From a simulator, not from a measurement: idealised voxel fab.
The following process module bears the name voxel gate over fins.
The figure presents cross-section cut, which has a width of 170 nm and is divided into square cells with an edge length of 5 nm.
For the purposes of this document, a cross-section shall be understood as a grid of square cells, specified as bands listed in top-to-bottom order, each band consisting of one or more rows of cells.
Within each band entry, the heights of the top and of the bottom of the band appear first, in that order and in nm; the materials of the band then follow from left to right, each with its corresponding width in nm. The designation "all across" on a single material indicates that it fills the band from edge to edge; the designation "blank" indicates empty space.
For the purposes of this specification, 0 denotes the height below which the wafer in its as-received condition is composed wholly of one material, and the lowermost band, lacking a lower limit, extends downward without end, as expressed in "0 down".
Note: "30 to 40" means the width goes from the first number (top row of the band) to the second number (bottom row) in equal steps per row of cells.
"left unchanged" means the step left every cell of the cross-section as it was.
Each empty space that has no open way to the top and spans at least 8 cells appears under "Unvented internal voids" as width x height at distance, the distance counted from the left edge, all in nm.
Formally, on a step line, whatever follows the settings is a remark that the simulator itself makes on the step.
You can add "overlay nm" to a step's line. For a step with a mask, it describes how far the mask lay to the right of its planned position, and a negative number describes a lay to the left.
Here's what the planned process steps look like:
1 RECEIVE | material Si
2 CONFORMAL_DEP | material SiN | thk nm 5
3 DIRECTIONAL_DEP | material aC | thk nm 15
4 PATTERN | tone cover | mask id FINS | material resist | width nm 15 | pitch nm 50 | thk nm 30 | overlay nm 0
5 DIRECTIONAL_ETCH | etch materials aC | depth nm 15
6 STRIP | etch materials resist
7 DIRECTIONAL_ETCH | etch materials SiN | depth nm 5
8 DIRECTIONAL_ETCH | etch materials Si | depth nm 30
9 STRIP | etch materials aC
10 FILL_DEP | material SiO2 | thk nm 5
11 CMP | height nm 5
12 DIRECTIONAL_DEP | material aC | thk nm 10
13 PATTERN | tone open | mask id RAIL | material resist | width nm 15 | thk nm 30 | overlay nm 0
14 DIRECTIONAL_ETCH | etch materials aC | depth nm 10
15 STRIP | etch materials resist
16 DIRECTIONAL_ETCH | etch materials SiO2 | depth nm 30
17 STRIP | etch materials aC
18 CONFORMAL_DEP | material TiN | thk nm 5
19 FILL_DEP | material W | thk nm 5
20 CMP | height nm 5
21 SELECTIVE_ETCH | etch materials W Ru TiN | depth nm 25
22 FILL_DEP | material SiO2 | thk nm 5
23 CMP | height nm 5
24 SELECTIVE_ETCH | etch materials SiO2 | depth nm 20
25 STRIP | etch materials SiN
26 CONFORMAL_DEP | material HfO2 | thk nm 5
27 CONFORMAL_DEP | material TiN | thk nm 5
28 FILL_DEP | material W | thk nm 10
29 CMP | height nm 15
30 CONFORMAL_DEP | material SiN | thk nm 10
As received (post step 1): cross-section:
* 0 down  Si all across
* Unvented internal voids: none
Look at the cross-section after the module: the wafer started out the way shown above and the plan was the one shown above, yet one mistake was made along the way:
* 25 to 15  SiN all across
* 15 to 10  W all across
* 10 to 5  W=40, then TiN=35, then W=15, then TiN=35, then W=45
* 5 to 0  W=40, then TiN=5, then HfO2=25, then TiN=5, then W=15, then TiN=5, then HfO2=25, then TiN=5, then W=45
* 0 to -5  W=40, then TiN=5, then HfO2=5, then Si=15, then HfO2=5, then TiN=5, then W=15, then TiN=5, then HfO2=5, then Si=15, then HfO2=5, then TiN=5, then W=45
* -5 to -10  TiN=45, then HfO2=5, then Si=15, then HfO2=5, then TiN=25, then HfO2=5, then Si=15, then HfO2=5, then TiN=50
* -10 to -15  HfO2=50, then Si=15, then HfO2=35, then Si=15, then HfO2=55
* -15 to -20  SiO2=50, then Si=15, then SiO2=35, then Si=15, then SiO2=55
* -20 to -25  SiO2=50, then Si=15, then SiO2=5, then TiN=15, then SiO2=15, then Si=15, then SiO2=55
* -25 to -30  SiO2=50, then Si=15, then SiO2=35, then Si=15, then SiO2=55
* -30 down  Si all across
* Unvented internal voids: none
Deviation from plan: step 13 ran with different settings than intended, the actual operation and settings being PATTERN | tone open | mask id RAIL | material resist | width nm 15 | thk nm 30 | overlay nm -5
